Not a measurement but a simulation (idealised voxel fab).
Process module under the name voxel local oxidation
Cross-sectional view cut (width: 260 nm; square cell size: 5 nm).
This document writes a cross-section as a grid whose cells are square, and gives it as bands, listed from the top down; one or more rows of cells form a band. Heads up on the band format: heights come first, top then bottom, in nm. After that it's the materials left to right, each with its width in nm. A single material flagged "everywhere" fills the whole band edge to edge, and "air" means there's empty space there. For the purposes of this specification, 0 denotes the height below which the wafer in its as-received condition is composed wholly of one material, and the lowermost band, lacking a lower limit, extends downward without end, as expressed in "z 0 and below". A two-number width, for instance "30->40", indicates that the width is equal to the first number in the top row of the band and to the second number in the bottom row, and that it changes by a constant amount per row of cells. When a step is marked "remained the same", none of the cells in the cross-section changed during that step. So "Trapped void list" is basically the list of trapped voids: any empty space of 8 cells or more that can't reach the top through an opening. They're written width x height at distance, the distance being from the left edge, and it's all nm. What comes after the settings on a step's line is commentary from the simulator itself on that step. overlay nm, on a step with a mask: how far to the right of its planned place the mask lay; to the left if negative.

## The following list gives the planned process steps
| 1 | RECEIVE | material Si |
| 2 | OXIDIZE | depth nm 5 |
| 3 | CONFORMAL_DEP | material SiN | thk nm 15 |
| 4 | PATTERN | tone cover | mask id ACTIVE | material resist | width nm 100 | pitch nm 125 | thk nm 20 | overlay nm 0 |
| 5 | DIRECTIONAL_ETCH | etch materials SiN | depth nm 15 |
| 6 | STRIP | etch materials resist |
| 7 | SELECTIVE_ETCH | etch materials SiO2 | depth nm 5 |
| 8 | OXIDIZE | depth nm 15 |
| 9 | STRIP | etch materials SiN |

## Here's what the wafer looked like in cross-section when it arrived - that's after step 1
  z 0 and below | Si everywhere
  Trapped void list: none

## End-of-module cross-section of the first of two wafers, processed as planned
  z 0 to -5 | 20 nm air / 90 nm SiO2 / 35 nm air / 90 nm SiO2 / 25 nm air
  z -5 to -20 | 35 nm SiO2 / 60 nm Si / 65 nm SiO2 / 60 nm Si / 40 nm SiO2
  z -20 and below | Si everywhere
  Trapped void list: none

## Cross-sectional view: second of two wafers, end of module; start and plan identical to the first, one mistake in running
  z 0 to -5 | 20 nm air / 95 nm SiO2 / 30 nm air / 95 nm SiO2 / 20 nm air
  z -5 to -20 | 35 nm SiO2 / 65 nm Si / 60 nm SiO2 / 65 nm Si / 35 nm SiO2
  z -20 and below | Si everywhere
  Trapped void list: none
Heads up, the wafer didn't run the way we planned it: step 4 was processed under conditions differing from the plan, specifically as PATTERN | tone cover | mask id ACTIVE | material resist | width nm 105 | pitch nm 125 | thk nm 20 | overlay nm 0
End check, counted in cells, second wafer has more or fewer of these materials than the first: +6 Si | -4 SiO2
